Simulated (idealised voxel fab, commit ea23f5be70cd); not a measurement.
The process module presented herein is designated voxel ribs on slabs.
Displayed cross-section: cut, width of 270 nm, square cells sized 5 nm.
Square cells in a grid make up a cross-section in this document, and the grid is given as bands, listed from the top down, each one or more rows of cells.
In this notation a band is specified by the heights of its top and bottom, in that order and in nm, after which its materials appear from left to right, each paired with its width in nm. The word "all across" attached to a single material means that material fills the band from edge to edge; the word "empty" stands for empty space.
Heights are reckoned from 0. Under this level, the received wafer is all of one material. The bottommost band is open-ended downward, for example "0 -> down".
Think of "30 to 40" as a width that walks from the first number to the second as you go down the band, top row to bottom row, taking equal-sized steps from row to row.
Where the words "remained the same" appear for a step, the cross-section shows no cell changed by that step; every cell remained as before.
Any empty space of 8 cells or more lacking an open way to the top shows up in "Closed cavities" as width x height at distance, distance from the left edge, in nm.
The remark found on a step's line after its settings is issued by the simulator itself and pertains to that step.
overlay nm: how far to the right of its planned place the mask lay on this masked step (negative: to the left).

## The steps planned for the process are as follows
1. RECEIVE | material Si
2. DIRECTIONAL_DEP | material SiO2 | thk nm 30
3. DIRECTIONAL_DEP | material SiN | thk nm 20
4. MASKED_ETCH | tone cover | mask id RIB | width nm 20 | etch materials SiN | depth nm 15 | overlay nm 0
5. MASKED_ETCH | tone cover | mask id SLAB | width nm 50 | etch materials SiN | depth nm 5 | overlay nm 0
6. FILL_DEP | material SiO2 | thk nm 20
7. CMP | height nm 65
8. DIRECTIONAL_DEP | material TiN | thk nm 5
9. DIRECTIONAL_DEP | material aC | thk nm 15
10. PATTERN | tone cover | mask id HEATER | material resist | width nm 30 | thk nm 35 | overlay nm 0
11. DIRECTIONAL_ETCH | etch materials aC | depth nm 15
12. STRIP | etch materials resist
13. DIRECTIONAL_ETCH | etch materials TiN | depth nm 5
14. STRIP | etch materials aC
15. CONFORMAL_DEP | material SiO2 | thk nm 5

## The first of a set of two wafers, run to plan

## As-received wafer cross-section (after step 1)
- 0 -> down: Si all across
- Closed cavities: none

## Take a look at the wafer's cross-section after step 2
- 30 -> 0: SiO2 all across
- Nothing below the height 0 has changed.

## Take a look at the wafer's cross-section after step 3
- 50 -> 30: SiN all across
- Nothing below the height 30 has changed.

## Take a look at the wafer's cross-section after step 4
- 50 -> 35: 125 of empty  20 of SiN  125 of empty
- Nothing below the height 35 has changed.

## Take a look at the wafer's cross-section after step 5
- 50 -> 35: 125 of empty  20 of SiN  125 of empty
- 35 -> 30: 110 of empty  50 of SiN  110 of empty
- Nothing below the height 30 has changed.

## Take a look at the wafer's cross-section after step 6
- 70 -> 50: SiO2 all across
- 50 -> 35: 125 of SiO2  20 of SiN  125 of SiO2
- 35 -> 30: 110 of SiO2  50 of SiN  110 of SiO2
- Nothing below the height 30 has changed.

## Take a look at the wafer's cross-section after step 7
- 65 -> 50: SiO2 all across
- Nothing below the height 50 has changed.

## Take a look at the wafer's cross-section after step 8
- 70 -> 65: TiN all across
- Nothing below the height 65 has changed.

## Take a look at the wafer's cross-section after step 9
- 85 -> 70: aC all across
- Nothing below the height 70 has changed.

## Take a look at the wafer's cross-section after step 10
- 120 -> 85: 120 of empty  30 of resist  120 of empty
- Nothing below the height 85 has changed.

## Take a look at the wafer's cross-section after step 11
- 105 -> 85: 120 of empty  30 of resist  120 of empty
- 85 -> 70: 120 of empty  30 of aC  120 of empty
- Nothing below the height 70 has changed.

## Take a look at the wafer's cross-section after step 12
- 85 -> 70: 120 of empty  30 of aC  120 of empty
- Nothing below the height 70 has changed.

## Take a look at the wafer's cross-section after step 13
- 85 -> 70: 120 of empty  30 of aC  120 of empty
- 70 -> 65: 120 of empty  30 of TiN  120 of empty
- Nothing below the height 65 has changed.

## Take a look at the wafer's cross-section after step 14
- 70 -> 65: 120 of empty  30 of TiN  120 of empty
- Nothing below the height 65 has changed.

## Take a look at the wafer's cross-section after step 15
- 75 -> 70: 115 of empty  40 of SiO2  115 of empty
- 70 -> 65: 120 of SiO2  30 of TiN  120 of SiO2
- Nothing below the height 65 has changed.

## The Second Wafer: Common Origin and Plan, One Mistake in Execution, Identical to the First Through Step 14

Second wafer, section view, time point: scheduled end of step 15: remained the same
The mistake made against the process plan was this: plan step 15: skipped, not run
Looking at both finished wafers in cells, the second ends up ahead of or behind the first on some materials: -56 SiO2
